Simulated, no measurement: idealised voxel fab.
The process module presented herein is designated voxel transistor to metal.
Cross-section cut spans 270 nm and uses square cells 5 nm in size.
Just so we're on the same page, the cross-sections are grids of square cells, and they're listed out in bands top to bottom, each band one or more rows deep.
Read a band's entry like this: the first values are the height of its top and the height of its bottom in nm, and what follows is the sequence of materials from left to right, each with its width in nm. Note that "air" is empty space, and that a single material marked "everywhere" reaches across the band from edge to edge.
All heights in this document are referenced to 0, defined as the level beneath which the wafer, as received, consists entirely of one material. The lowest band is not bounded below; it extends indefinitely downward and is written in the form "0 -> down".
The width entry "30..40" should be interpreted row by row: the top row of cells in the band takes the first number, the bottom row takes the second number, and the change between adjacent rows is uniform throughout.
It should be understood that the words "nothing was modified", when stated for a given step, signify that the cross-section underwent no change in any of its cells during that step.
"Enclosed voids" lists enclosed empty spaces (at least 8 cells, no open path upward to the top), each as width x height at distance from the left edge, in nm.
Heads up: the bit after the settings on a step's line is the simulator's remark on that step.
overlay nm: mask right of planned place by this much (step with mask). Neg. = left.
Each of the pairs that make up the rest of this document says: here is the cross-section before one process step, here is the cross-section after it, drawn only down to the lowest band that changed, and here, under the pair, is the step lying between them with its settings. Different pairs may come from different runs of this module on the same starting wafer, so a pair continues from the pair above it only where its entry headed "Incoming structure" says so.

## Incoming structure
> 30 -> 20: 50 air | 5 SiN | 25 SiCN | 5 SiN | 100 air | 5 SiN | 25 SiCN | 5 SiN | 50 air
> 20 -> -5: 50 air | 5 SiN | 25 polySi | 5 SiN | 100 air | 5 SiN | 25 polySi | 5 SiN | 50 air
> -5 -> -10: 50 air | 5 SiN | 25 SiO2 | 5 SiN | 100 air | 5 SiN | 25 SiO2 | 5 SiN | 50 air
> -10 -> -15: 50 air | 35 Si | 100 air | 35 Si | 50 air
> -15 -> -20: 20 SiO2 | 30 air | 35 Si | 30 air | 40 SiO2 | 30 air | 35 Si | 30 air | 20 SiO2
> -20 -> -45: 20 SiO2 | 95 Si | 40 SiO2 | 95 Si | 20 SiO2
> -45 -> down: Si everywhere
> Enclosed voids: none

## State After Step
> 30 -> 20: 50 air | 5 SiN | 25 SiCN | 5 SiN | 100 air | 5 SiN | 25 SiCN | 5 SiN | 50 air
> 20 -> 5: 50 air | 5 SiN | 25 polySi | 5 SiN | 100 air | 5 SiN | 25 polySi | 5 SiN | 50 air
> 5 -> -5: 35 air | 15 pSi | 5 SiN | 25 polySi | 5 SiN | 15 pSi | 70 air | 15 pSi | 5 SiN | 25 polySi | 5 SiN | 15 pSi | 35 air
> -5 -> -10: 10 air | 40 pSi | 5 SiN | 25 SiO2 | 5 SiN | 40 pSi | 20 air | 40 pSi | 5 SiN | 25 SiO2 | 5 SiN | 40 pSi | 10 air
> -10 -> -15: 10 air | 40 pSi | 35 Si | 40 pSi | 20 air | 40 pSi | 35 Si | 40 pSi | 10 air
> -15 -> -20: 20 SiO2 | 30 pSi | 35 Si | 30 pSi | 40 SiO2 | 30 pSi | 35 Si | 30 pSi | 20 SiO2
> Below -20, no change.
> Enclosed voids: none
The process step bridging the two cross-sections above: op EPI | material pSi | thk nm 15

Incoming structure: Please consult the pair immediately above; the cross-section it shows after its step is the state before this step.

## State After Step
> 35 -> 30: SiO2 everywhere
> 30 -> 20: 50 SiO2 | 5 SiN | 25 SiCN | 5 SiN | 100 SiO2 | 5 SiN | 25 SiCN | 5 SiN | 50 SiO2
> 20 -> 5: 50 SiO2 | 5 SiN | 25 polySi | 5 SiN | 100 SiO2 | 5 SiN | 25 polySi | 5 SiN | 50 SiO2
> 5 -> -5: 35 SiO2 | 15 pSi | 5 SiN | 25 polySi | 5 SiN | 15 pSi | 70 SiO2 | 15 pSi | 5 SiN | 25 polySi | 5 SiN | 15 pSi | 35 SiO2
> -5 -> -10: 10 SiO2 | 40 pSi | 5 SiN | 25 SiO2 | 5 SiN | 40 pSi | 20 SiO2 | 40 pSi | 5 SiN | 25 SiO2 | 5 SiN | 40 pSi | 10 SiO2
> -10 -> -20: 10..20 SiO2 | 40..30 pSi | 35 Si | 40..30 pSi | 20..40 SiO2 | 40..30 pSi | 35 Si | 40..30 pSi | 10..20 SiO2
> Below -20, no change.
> Enclosed voids: none
The process step bridging the two cross-sections above: op FILL_DEP | material SiO2 | thk nm 5

Incoming structure: Please consult the pair immediately above; the cross-section it shows after its step is the state before this step.

## State After Step
> 30 -> 20: 50 SiO2 | 5 SiN | 25 SiCN | 5 SiN | 100 SiO2 | 5 SiN | 25 SiCN | 5 SiN | 50 SiO2
> Below 20, no change.
> Enclosed voids: none
The process step bridging the two cross-sections above: op CMP | height nm 30

Incoming structure: Please consult the pair immediately above; the cross-section it shows after its step is the state before this step.

## State After Step
> 40 -> 30: SiO2 everywhere
> Below 30, no change.
> Enclosed voids: none
The process step bridging the two cross-sections above: op DIRECTIONAL_DEP | material SiO2 | thk nm 10

Incoming structure: Please consult the pair immediately above; the cross-section it shows after its step is the state before this step.

## State After Step
> 40 -> 30: 20 SiO2 | 15 air | 65 SiO2 | 15 air | 40 SiO2 | 15 air | 65 SiO2 | 15 air | 20 SiO2
> 30 -> 20: 20 SiO2 | 15 air | 15 SiO2 | 5 SiN | 25 SiCN | 5 SiN | 15 SiO2 | 15 air | 40 SiO2 | 15 air | 15 SiO2 | 5 SiN | 25 SiCN | 5 SiN | 15 SiO2 | 15 air | 20 SiO2
> 20 -> 5: 20 SiO2 | 15 air | 15 SiO2 | 5 SiN | 25 polySi | 5 SiN | 15 SiO2 | 15 air | 40 SiO2 | 15 air | 15 SiO2 | 5 SiN | 25 polySi | 5 SiN | 15 SiO2 | 15 air | 20 SiO2
> 5 -> -5: 20 SiO2 | 15 air | 15 pSi | 5 SiN | 25 polySi | 5 SiN | 15 pSi | 15 air | 40 SiO2 | 15 air | 15 pSi | 5 SiN | 25 polySi | 5 SiN | 15 pSi | 15 air | 20 SiO2
> Below -5, no change.
> Enclosed voids: none
The process step bridging the two cross-sections above: op MASKED_ETCH | tone open | mask id CONTACT | width nm 15 | etch materials SiO2 | depth nm 45 | overlay nm 0

Incoming structure: Please consult the pair immediately above; the cross-section it shows after its step is the state before this step.

## State After Step
> 45 -> 40: 25 TiN | 5 air | 75 TiN | 5 air | 50 TiN | 5 air | 75 TiN | 5 air | 25 TiN
> 40 -> 30: 20 SiO2 | 5 TiN | 5 air | 5 TiN | 65 SiO2 | 5 TiN | 5 air | 5 TiN | 40 SiO2 | 5 TiN | 5 air | 5 TiN | 65 SiO2 | 5 TiN | 5 air | 5 TiN | 20 SiO2
> 30 -> 20: 20 SiO2 | 5 TiN | 5 air | 5 TiN | 15 SiO2 | 5 SiN | 25 SiCN | 5 SiN | 15 SiO2 | 5 TiN | 5 air | 5 TiN | 40 SiO2 | 5 TiN | 5 air | 5 TiN | 15 SiO2 | 5 SiN | 25 SiCN | 5 SiN | 15 SiO2 | 5 TiN | 5 air | 5 TiN | 20 SiO2
> 20 -> 5: 20 SiO2 | 5 TiN | 5 air | 5 TiN | 15 SiO2 | 5 SiN | 25 polySi | 5 SiN | 15 SiO2 | 5 TiN | 5 air | 5 TiN | 40 SiO2 | 5 TiN | 5 air | 5 TiN | 15 SiO2 | 5 SiN | 25 polySi | 5 SiN | 15 SiO2 | 5 TiN | 5 air | 5 TiN | 20 SiO2
> 5 -> 0: 20 SiO2 | 5 TiN | 5 air | 5 TiN | 15 pSi | 5 SiN | 25 polySi | 5 SiN | 15 pSi | 5 TiN | 5 air | 5 TiN | 40 SiO2 | 5 TiN | 5 air | 5 TiN | 15 pSi | 5 SiN | 25 polySi | 5 SiN | 15 pSi | 5 TiN | 5 air | 5 TiN | 20 SiO2
> 0 -> -5: 20 SiO2 | 15 TiN | 15 pSi | 5 SiN | 25 polySi | 5 SiN | 15 pSi | 15 TiN | 40 SiO2 | 15 TiN | 15 pSi | 5 SiN | 25 polySi | 5 SiN | 15 pSi | 15 TiN | 20 SiO2
> Below -5, no change.
> Enclosed voids: none
The process step bridging the two cross-sections above: op CONFORMAL_DEP | material TiN | thk nm 5

Incoming structure: Please consult the pair immediately above; the cross-section it shows after its step is the state before this step.

## State After Step
> 55 -> 45: W everywhere
> 45 -> 40: 25 TiN | 5 W | 75 TiN | 5 W | 50 TiN | 5 W | 75 TiN | 5 W | 25 TiN
> 40 -> 30: 20 SiO2 | 5 TiN | 5 W | 5 TiN | 65 SiO2 | 5 TiN | 5 W | 5 TiN | 40 SiO2 | 5 TiN | 5 W | 5 TiN | 65 SiO2 | 5 TiN | 5 W | 5 TiN | 20 SiO2
> 30 -> 20: 20 SiO2 | 5 TiN | 5 W | 5 TiN | 15 SiO2 | 5 SiN | 25 SiCN | 5 SiN | 15 SiO2 | 5 TiN | 5 W | 5 TiN | 40 SiO2 | 5 TiN | 5 W | 5 TiN | 15 SiO2 | 5 SiN | 25 SiCN | 5 SiN | 15 SiO2 | 5 TiN | 5 W | 5 TiN | 20 SiO2
> 20 -> 5: 20 SiO2 | 5 TiN | 5 W | 5 TiN | 15 SiO2 | 5 SiN | 25 polySi | 5 SiN | 15 SiO2 | 5 TiN | 5 W | 5 TiN | 40 SiO2 | 5 TiN | 5 W | 5 TiN | 15 SiO2 | 5 SiN | 25 polySi | 5 SiN | 15 SiO2 | 5 TiN | 5 W | 5 TiN | 20 SiO2
> 5 -> 0: 20 SiO2 | 5 TiN | 5 W | 5 TiN | 15 pSi | 5 SiN | 25 polySi | 5 SiN | 15 pSi | 5 TiN | 5 W | 5 TiN | 40 SiO2 | 5 TiN | 5 W | 5 TiN | 15 pSi | 5 SiN | 25 polySi | 5 SiN | 15 pSi | 5 TiN | 5 W | 5 TiN | 20 SiO2
> Below 0, no change.
> Enclosed voids: none
The process step bridging the two cross-sections above: op FILL_DEP | material W | thk nm 10

Incoming structure: Please consult the pair immediately above; the cross-section it shows after its step is the state before this step.

## State After Step
> 40 -> 30: 20 SiO2 | 5 TiN | 5 W | 5 TiN | 65 SiO2 | 5 TiN | 5 W | 5 TiN | 40 SiO2 | 5 TiN | 5 W | 5 TiN | 65 SiO2 | 5 TiN | 5 W | 5 TiN | 20 SiO2
> Below 30, no change.
> Enclosed voids: none
The process step bridging the two cross-sections above: op CMP | height nm 40

Incoming structure: Please consult the pair immediately above; the cross-section it shows after its step is the state before this step.

## State After Step
> 45 -> 40: TiN everywhere
> Below 40, no change.
> Enclosed voids: none
The process step bridging the two cross-sections above: op DIRECTIONAL_DEP | material TiN | thk nm 5

Incoming structure: Please consult the pair immediately above; the cross-section it shows after its step is the state before this step.

## State After Step
> 70 -> 45: W everywhere
> Below 45, no change.
> Enclosed voids: none
The process step bridging the two cross-sections above: op DIRECTIONAL_DEP | material W | thk nm 25

Incoming structure: Please consult the pair immediately above; the cross-section it shows after its step is the state before this step.

## State After Step
> 90 -> 70: 20 air | 15 resist | 65 air | 15 resist | 40 air | 15 resist | 65 air | 15 resist | 20 air
> Below 70, no change.
> Enclosed voids: none
The process step bridging the two cross-sections above: op PATTERN | tone cover | mask id METAL_1 | material resist | width nm 15 | thk nm 20 | overlay nm 0

Incoming structure: Please consult the pair immediately above; the cross-section it shows after its step is the state before this step.

## State After Step
> 90 -> 70: 20 air | 15 resist | 65 air | 15 resist | 40 air | 15 resist | 65 air | 15 resist | 20 air
> 70 -> 45: 20 air | 15 W | 65 air | 15 W | 40 air | 15 W | 65 air | 15 W | 20 air
> Below 45, no change.
> Enclosed voids: none
The process step bridging the two cross-sections above: op DIRECTIONAL_ETCH | etch materials W | depth nm 25

Incoming structure: Please consult the pair immediately above; the cross-section it shows after its step is the state before this step.

## State After Step
> 90 -> 70: 20 air | 15 resist | 65 air | 15 resist | 40 air | 15 resist | 65 air | 15 resist | 20 air
> 70 -> 45: 20 air | 15 W | 65 air | 15 W | 40 air | 15 W | 65 air | 15 W | 20 air
> 45 -> 40: 20 air | 15 TiN | 65 air | 15 TiN | 40 air | 15 TiN | 65 air | 15 TiN | 20 air
> Below 40, no change.
> Enclosed voids: none
The process step bridging the two cross-sections above: op DIRECTIONAL_ETCH | etch materials TiN | depth nm 5

Incoming structure: Please consult the pair immediately above; the cross-section it shows after its step is the state before this step.

## State After Step
> 70 -> 45: 20 air | 15 W | 65 air | 15 W | 40 air | 15 W | 65 air | 15 W | 20 air
> Below 45, no change.
> Enclosed voids: none
The process step bridging the two cross-sections above: op STRIP | etch materials resist

Incoming structure: Please consult the pair immediately above; the cross-section it shows after its step is the state before this step.

## State After Step
> 75 -> 70: 15 air | 25 SiCN | 55 air | 25 SiCN | 30 air | 25 SiCN | 55 air | 25 SiCN | 15 air
> 70 -> 45: 15 air | 5 SiCN | 15 W | 5 SiCN | 55 air | 5 SiCN | 15 W | 5 SiCN | 30 air | 5 SiCN | 15 W | 5 SiCN | 55 air | 5 SiCN | 15 W | 5 SiCN | 15 air
> 45 -> 40: 20 SiCN | 15 TiN | 65 SiCN | 15 TiN | 40 SiCN | 15 TiN | 65 SiCN | 15 TiN | 20 SiCN
> Below 40, no change.
> Enclosed voids: none
The process step bridging the two cross-sections above: op CONFORMAL_DEP | material SiCN | thk nm 5

Incoming structure: Please consult the pair immediately above; the cross-section it shows after its step is the state before this step.

## State After Step
> 80 -> 75: SiO2 everywhere
> 75 -> 70: 15 SiO2 | 25 SiCN | 55 SiO2 | 25 SiCN | 30 SiO2 | 25 SiCN | 55 SiO2 | 25 SiCN | 15 SiO2
> 70 -> 45: 15 SiO2 | 5 SiCN | 15 W | 5 SiCN | 55 SiO2 | 5 SiCN | 15 W | 5 SiCN | 30 SiO2 | 5 SiCN | 15 W | 5 SiCN | 55 SiO2 | 5 SiCN | 15 W | 5 SiCN | 15 SiO2
> Below 45, no change.
> Enclosed voids: none
The process step bridging the two cross-sections above: op FILL_DEP | material SiO2 | thk nm 5

Incoming structure: Please consult the pair immediately above; the cross-section it shows after its step is the state before this step.

## State After Step
> 70 -> 45: 15 SiO2 | 5 SiCN | 15 W | 5 SiCN | 55 SiO2 | 5 SiCN | 15 W | 5 SiCN | 30 SiO2 | 5 SiCN | 15 W | 5 SiCN | 55 SiO2 | 5 SiCN | 15 W | 5 SiCN | 15 SiO2
> Below 45, no change.
> Enclosed voids: none
The process step bridging the two cross-sections above: op CMP | height nm 70

Incoming structure: Please consult the pair immediately above; the cross-section it shows after its step is the state before this step.

## State After Step
> 75 -> 70: SiCN everywhere
> Below 70, no change.
> Enclosed voids: none
The process step bridging the two cross-sections above: op CONFORMAL_DEP | material SiCN | thk nm 5

## Incoming structure
> 30 -> 25: 45 air | 5 SiN | 5 air | 25 SiCN | 5 air | 5 SiN | 90 air | 5 SiN | 5 air | 25 SiCN | 5 air | 5 SiN | 45 air
> 25 -> 20: 45 air | 5 SiN | 5 SiO2 | 25 SiCN | 5 SiO2 | 5 SiN | 90 air | 5 SiN | 5 SiO2 | 25 SiCN | 5 SiO2 | 5 SiN | 45 air
> 20 -> 5: 45 air | 5 SiN | 5 SiO2 | 25 polySi | 5 SiO2 | 5 SiN | 90 air | 5 SiN | 5 SiO2 | 25 polySi | 5 SiO2 | 5 SiN | 45 air
> 5 -> -5: 30 air | 15 pSi | 5 SiN | 5 SiO2 | 25 polySi | 5 SiO2 | 5 SiN | 15 pSi | 60 air | 15 pSi | 5 SiN | 5 SiO2 | 25 polySi | 5 SiO2 | 5 SiN | 15 pSi | 30 air
> -5 -> -10: 15 air | 30 pSi | 45 SiO2 | 30 pSi | 30 air | 30 pSi | 45 SiO2 | 30 pSi | 15 air
> -10 -> -20: 20 SiO2 | 25 pSi | 45 Si | 25 pSi | 40 SiO2 | 25 pSi | 45 Si | 25 pSi | 20 SiO2
> -20 -> -45: 20 SiO2 | 95 Si | 40 SiO2 | 95 Si | 20 SiO2
> -45 -> down: Si everywhere
> Enclosed voids: none

## State After Step
> 30 -> 25: 45 air | 5 SiN | 5 air | 25 SiCN | 5 air | 5 SiN | 90 air | 5 SiN | 5 air | 25 SiCN | 5 air | 5 SiN | 45 air
> 25 -> 20: 45 air | 5 SiN | 5 SiO2 | 25 SiCN | 5 SiO2 | 5 SiN | 90 air | 5 SiN | 5 SiO2 | 25 SiCN | 5 SiO2 | 5 SiN | 45 air
> 20 -> 10: 15 air | 30 pSi | 5 SiN | 5 SiO2 | 25 polySi | 5 SiO2 | 5 SiN | 30 pSi | 30 air | 30 pSi | 5 SiN | 5 SiO2 | 25 polySi | 5 SiO2 | 5 SiN | 30 pSi | 15 air
> 10 -> -5: 45 pSi | 5 SiN | 5 SiO2 | 25 polySi | 5 SiO2 | 5 SiN | 90 pSi | 5 SiN | 5 SiO2 | 25 polySi | 5 SiO2 | 5 SiN | 45 pSi
> -5 -> -10: 45 pSi | 45 SiO2 | 90 pSi | 45 SiO2 | 45 pSi
> Below -10, no change.
> Enclosed voids: none
The process step bridging the two cross-sections above: op EPI | material pSi | thk nm 15

Incoming structure: Please consult the pair immediately above; the cross-section it shows after its step is the state before this step.

## State After Step
> 35 -> 30: SiO2 everywhere
> 30 -> 20: 45 SiO2 | 5 SiN | 5 SiO2 | 25 SiCN | 5 SiO2 | 5 SiN | 90 SiO2 | 5 SiN | 5 SiO2 | 25 SiCN | 5 SiO2 | 5 SiN | 45 SiO2
> 20 -> 10: 15 SiO2 | 30 pSi | 5 SiN | 5 SiO2 | 25 polySi | 5 SiO2 | 5 SiN | 30 pSi | 30 SiO2 | 30 pSi | 5 SiN | 5 SiO2 | 25 polySi | 5 SiO2 | 5 SiN | 30 pSi | 15 SiO2
> Below 10, no change.
> Enclosed voids: none
The process step bridging the two cross-sections above: op FILL_DEP | material SiO2 | thk nm 5

Incoming structure: Please consult the pair immediately above; the cross-section it shows after its step is the state before this step.

## State After Step
> 30 -> 20: 45 SiO2 | 5 SiN | 5 SiO2 | 25 SiCN | 5 SiO2 | 5 SiN | 90 SiO2 | 5 SiN | 5 SiO2 | 25 SiCN | 5 SiO2 | 5 SiN | 45 SiO2
> Below 20, no change.
> Enclosed voids: none
The process step bridging the two cross-sections above: op CMP | height nm 30

Incoming structure: Please consult the pair immediately above; the cross-section it shows after its step is the state before this step.

## State After Step
> 40 -> 30: SiO2 everywhere
> Below 30, no change.
> Enclosed voids: none
The process step bridging the two cross-sections above: op DIRECTIONAL_DEP | material SiO2 | thk nm 10

Incoming structure: Please consult the pair immediately above; the cross-section it shows after its step is the state before this step.

## State After Step
> 40 -> 30: 20 SiO2 | 15 air | 65 SiO2 | 15 air | 40 SiO2 | 15 air | 65 SiO2 | 15 air | 20 SiO2
> 30 -> 20: 20 SiO2 | 15 air | 10 SiO2 | 5 SiN | 5 SiO2 | 25 SiCN | 5 SiO2 | 5 SiN | 10 SiO2 | 15 air | 40 SiO2 | 15 air | 10 SiO2 | 5 SiN | 5 SiO2 | 25 SiCN | 5 SiO2 | 5 SiN | 10 SiO2 | 15 air | 20 SiO2
> Below 20, no change.
> Enclosed voids: none
The process step bridging the two cross-sections above: op MASKED_ETCH | tone open | mask id CONTACT | width nm 15 | etch materials SiO2 | depth nm 45 | overlay nm 0

Incoming structure: Please consult the pair immediately above; the cross-section it shows after its step is the state before this step.

## State After Step
> 45 -> 40: 25 TiN | 5 air | 75 TiN | 5 air | 50 TiN | 5 air | 75 TiN | 5 air | 25 TiN
> 40 -> 30: 20 SiO2 | 5 TiN | 5 air | 5 TiN | 65 SiO2 | 5 TiN | 5 air | 5 TiN | 40 SiO2 | 5 TiN | 5 air | 5 TiN | 65 SiO2 | 5 TiN | 5 air | 5 TiN | 20 SiO2
> 30 -> 25: 20 SiO2 | 5 TiN | 5 air | 5 TiN | 10 SiO2 | 5 SiN | 5 SiO2 | 25 SiCN | 5 SiO2 | 5 SiN | 10 SiO2 | 5 TiN | 5 air | 5 TiN | 40 SiO2 | 5 TiN | 5 air | 5 TiN | 10 SiO2 | 5 SiN | 5 SiO2 | 25 SiCN | 5 SiO2 | 5 SiN | 10 SiO2 | 5 TiN | 5 air | 5 TiN | 20 SiO2
> 25 -> 20: 20 SiO2 | 15 TiN | 10 SiO2 | 5 SiN | 5 SiO2 | 25 SiCN | 5 SiO2 | 5 SiN | 10 SiO2 | 15 TiN | 40 SiO2 | 15 TiN | 10 SiO2 | 5 SiN | 5 SiO2 | 25 SiCN | 5 SiO2 | 5 SiN | 10 SiO2 | 15 TiN | 20 SiO2
> Below 20, no change.
> Enclosed voids: none
The process step bridging the two cross-sections above: op CONFORMAL_DEP | material TiN | thk nm 5

Incoming structure: Please consult the pair immediately above; the cross-section it shows after its step is the state before this step.

## State After Step
> 55 -> 45: W everywhere
> 45 -> 40: 25 TiN | 5 W | 75 TiN | 5 W | 50 TiN | 5 W | 75 TiN | 5 W | 25 TiN
> 40 -> 30: 20 SiO2 | 5 TiN | 5 W | 5 TiN | 65 SiO2 | 5 TiN | 5 W | 5 TiN | 40 SiO2 | 5 TiN | 5 W | 5 TiN | 65 SiO2 | 5 TiN | 5 W | 5 TiN | 20 SiO2
> 30 -> 25: 20 SiO2 | 5 TiN | 5 W | 5 TiN | 10 SiO2 | 5 SiN | 5 SiO2 | 25 SiCN | 5 SiO2 | 5 SiN | 10 SiO2 | 5 TiN | 5 W | 5 TiN | 40 SiO2 | 5 TiN | 5 W | 5 TiN | 10 SiO2 | 5 SiN | 5 SiO2 | 25 SiCN | 5 SiO2 | 5 SiN | 10 SiO2 | 5 TiN | 5 W | 5 TiN | 20 SiO2
> Below 25, no change.
> Enclosed voids: none
The process step bridging the two cross-sections above: op FILL_DEP | material W | thk nm 10

Incoming structure: Please consult the pair immediately above; the cross-section it shows after its step is the state before this step.

## State After Step
> 40 -> 30: 20 SiO2 | 5 TiN | 5 W | 5 TiN | 65 SiO2 | 5 TiN | 5 W | 5 TiN | 40 SiO2 | 5 TiN | 5 W | 5 TiN | 65 SiO2 | 5 TiN | 5 W | 5 TiN | 20 SiO2
> Below 30, no change.
> Enclosed voids: none
The process step bridging the two cross-sections above: op CMP | height nm 40

Incoming structure: Please consult the pair immediately above; the cross-section it shows after its step is the state before this step.

## State After Step
> 45 -> 40: TiN everywhere
> Below 40, no change.
> Enclosed voids: none
The process step bridging the two cross-sections above: op DIRECTIONAL_DEP | material TiN | thk nm 5

Incoming structure: Please consult the pair immediately above; the cross-section it shows after its step is the state before this step.

## State After Step
> 70 -> 45: W everywhere
> Below 45, no change.
> Enclosed voids: none
The process step bridging the two cross-sections above: op DIRECTIONAL_DEP | material W | thk nm 25

Incoming structure: Please consult the pair immediately above; the cross-section it shows after its step is the state before this step.

## State After Step
> 90 -> 70: 20 air | 15 resist | 65 air | 15 resist | 40 air | 15 resist | 65 air | 15 resist | 20 air
> Below 70, no change.
> Enclosed voids: none
The process step bridging the two cross-sections above: op PATTERN | tone cover | mask id METAL_1 | material resist | width nm 15 | thk nm 20 | overlay nm 0

Incoming structure: Please consult the pair immediately above; the cross-section it shows after its step is the state before this step.

## State After Step
> 90 -> 70: 20 air | 15 resist | 65 air | 15 resist | 40 air | 15 resist | 65 air | 15 resist | 20 air
> 70 -> 45: 20 air | 15 W | 65 air | 15 W | 40 air | 15 W | 65 air | 15 W | 20 air
> Below 45, no change.
> Enclosed voids: none
The process step bridging the two cross-sections above: op DIRECTIONAL_ETCH | etch materials W | depth nm 25

Incoming structure: Please consult the pair immediately above; the cross-section it shows after its step is the state before this step.

## State After Step
> 90 -> 70: 20 air | 15 resist | 65 air | 15 resist | 40 air | 15 resist | 65 air | 15 resist | 20 air
> 70 -> 45: 20 air | 15 W | 65 air | 15 W | 40 air | 15 W | 65 air | 15 W | 20 air
> 45 -> 40: 20 air | 15 TiN | 65 air | 15 TiN | 40 air | 15 TiN | 65 air | 15 TiN | 20 air
> Below 40, no change.
> Enclosed voids: none
The process step bridging the two cross-sections above: op DIRECTIONAL_ETCH | etch materials TiN | depth nm 5

Incoming structure: Please consult the pair immediately above; the cross-section it shows after its step is the state before this step.

## State After Step
> 70 -> 45: 20 air | 15 W | 65 air | 15 W | 40 air | 15 W | 65 air | 15 W | 20 air
> Below 45, no change.
> Enclosed voids: none
The process step bridging the two cross-sections above: op STRIP | etch materials resist

Incoming structure: Please consult the pair immediately above; the cross-section it shows after its step is the state before this step.

## State After Step
> 75 -> 70: 15 air | 25 SiCN | 55 air | 25 SiCN | 30 air | 25 SiCN | 55 air | 25 SiCN | 15 air
> 70 -> 45: 15 air | 5 SiCN | 15 W | 5 SiCN | 55 air | 5 SiCN | 15 W | 5 SiCN | 30 air | 5 SiCN | 15 W | 5 SiCN | 55 air | 5 SiCN | 15 W | 5 SiCN | 15 air
> 45 -> 40: 20 SiCN | 15 TiN | 65 SiCN | 15 TiN | 40 SiCN | 15 TiN | 65 SiCN | 15 TiN | 20 SiCN
> Below 40, no change.
> Enclosed voids: none
The process step bridging the two cross-sections above: op CONFORMAL_DEP | material SiCN | thk nm 5

Incoming structure: Please consult the pair immediately above; the cross-section it shows after its step is the state before this step.

## State After Step
> 80 -> 75: SiO2 everywhere
> 75 -> 70: 15 SiO2 | 25 SiCN | 55 SiO2 | 25 SiCN | 30 SiO2 | 25 SiCN | 55 SiO2 | 25 SiCN | 15 SiO2
> 70 -> 45: 15 SiO2 | 5 SiCN | 15 W | 5 SiCN | 55 SiO2 | 5 SiCN | 15 W | 5 SiCN | 30 SiO2 | 5 SiCN | 15 W | 5 SiCN | 55 SiO2 | 5 SiCN | 15 W | 5 SiCN | 15 SiO2
> Below 45, no change.
> Enclosed voids: none
The process step bridging the two cross-sections above: op FILL_DEP | material SiO2 | thk nm 5

Incoming structure: Please consult the pair immediately above; the cross-section it shows after its step is the state before this step.

## State After Step
> 70 -> 45: 15 SiO2 | 5 SiCN | 15 W | 5 SiCN | 55 SiO2 | 5 SiCN | 15 W | 5 SiCN | 30 SiO2 | 5 SiCN | 15 W | 5 SiCN | 55 SiO2 | 5 SiCN | 15 W | 5 SiCN | 15 SiO2
> Below 45, no change.
> Enclosed voids: none
The process step bridging the two cross-sections above: op CMP | height nm 70

Incoming structure: Please consult the pair immediately above; the cross-section it shows after its step is the state before this step.

## State After Step
> 75 -> 70: SiCN everywhere
> Below 70, no change.
> Enclosed voids: none
The process step bridging the two cross-sections above: op CONFORMAL_DEP | material SiCN | thk nm 5

## Incoming structure
> 40 -> 30: 20 SiO2 | 5 TiN | 5 W | 5 TiN | 65 SiO2 | 5 TiN | 5 W | 5 TiN | 40 SiO2 | 5 TiN | 5 W | 5 TiN | 65 SiO2 | 5 TiN | 5 W | 5 TiN | 20 SiO2
> 30 -> 20: 20 SiO2 | 5 TiN | 5 W | 5 TiN | 10 SiO2 | 5 SiN | 5 SiO2 | 25 SiCN | 5 SiO2 | 5 SiN | 10 SiO2 | 5 TiN | 5 W | 5 TiN | 40 SiO2 | 5 TiN | 5 W | 5 TiN | 10 SiO2 | 5 SiN | 5 SiO2 | 25 SiCN | 5 SiO2 | 5 SiN | 10 SiO2 | 5 TiN | 5 W | 5 TiN | 20 SiO2
> 20 -> 10: 20 SiO2 | 5 TiN | 5 W | 5 TiN | 10 SiO2 | 5 SiN | 5 SiO2 | 25 polySi | 5 SiO2 | 5 SiN | 10 SiO2 | 5 TiN | 5 W | 5 TiN | 40 SiO2 | 5 TiN | 5 W | 5 TiN | 10 SiO2 | 5 SiN | 5 SiO2 | 25 polySi | 5 SiO2 | 5 SiN | 10 SiO2 | 5 TiN | 5 W | 5 TiN | 20 SiO2
> 10 -> 5: 20 SiO2 | 15 TiN | 10 SiO2 | 5 SiN | 5 SiO2 | 25 polySi | 5 SiO2 | 5 SiN | 10 SiO2 | 15 TiN | 40 SiO2 | 15 TiN | 10 SiO2 | 5 SiN | 5 SiO2 | 25 polySi | 5 SiO2 | 5 SiN | 10 SiO2 | 15 TiN | 20 SiO2
> 5 -> -5: 20 SiO2 | 10 TiN | 15 pSi | 5 SiN | 5 SiO2 | 25 polySi | 5 SiO2 | 5 SiN | 15 pSi | 10 TiN | 40 SiO2 | 10 TiN | 15 pSi | 5 SiN | 5 SiO2 | 25 polySi | 5 SiO2 | 5 SiN | 15 pSi | 10 TiN | 20 SiO2
> -5 -> -10: 15 SiO2 | 30 pSi | 45 SiO2 | 30 pSi | 30 SiO2 | 30 pSi | 45 SiO2 | 30 pSi | 15 SiO2
> -10 -> -20: 20 SiO2 | 25 pSi | 45 Si | 25 pSi | 40 SiO2 | 25 pSi | 45 Si | 25 pSi | 20 SiO2
> -20 -> -45: 20 SiO2 | 95 Si | 40 SiO2 | 95 Si | 20 SiO2
> -45 -> down: Si everywhere
> Enclosed voids: none

## State After Step
> 65 -> 40: W everywhere
> Below 40, no change.
> Enclosed voids: none
The process step bridging the two cross-sections above: op DIRECTIONAL_DEP | material W | thk nm 25

Incoming structure: Please consult the pair immediately above; the cross-section it shows after its step is the state before this step.

## State After Step
> 70 -> 65: TiN everywhere
> Below 65, no change.
> Enclosed voids: none
The process step bridging the two cross-sections above: op DIRECTIONAL_DEP | material TiN | thk nm 5

Incoming structure: Please consult the pair immediately above; the cross-section it shows after its step is the state before this step.

## State After Step
> 90 -> 70: 20 air | 15 resist | 65 air | 15 resist | 40 air | 15 resist | 65 air | 15 resist | 20 air
> Below 70, no change.
> Enclosed voids: none
The process step bridging the two cross-sections above: op PATTERN | tone cover | mask id METAL_1 | material resist | width nm 15 | thk nm 20 | overlay nm 0

Incoming structure: Please consult the pair immediately above; the cross-section it shows after its step is the state before this step.

## State After Step
> 90 -> 70: 20 air | 15 resist | 65 air | 15 resist | 40 air | 15 resist | 65 air | 15 resist | 20 air
> 70 -> 65: 20 air | 15 TiN | 65 air | 15 TiN | 40 air | 15 TiN | 65 air | 15 TiN | 20 air
> Below 65, no change.
> Enclosed voids: none
The process step bridging the two cross-sections above: op DIRECTIONAL_ETCH | etch materials TiN | depth nm 5

Incoming structure: Please consult the pair immediately above; the cross-section it shows after its step is the state before this step.

## State After Step
> 70 -> 65: 20 air | 15 TiN | 65 air | 15 TiN | 40 air | 15 TiN | 65 air | 15 TiN | 20 air
> Below 65, no change.
> Enclosed voids: none
The process step bridging the two cross-sections above: op STRIP | etch materials resist
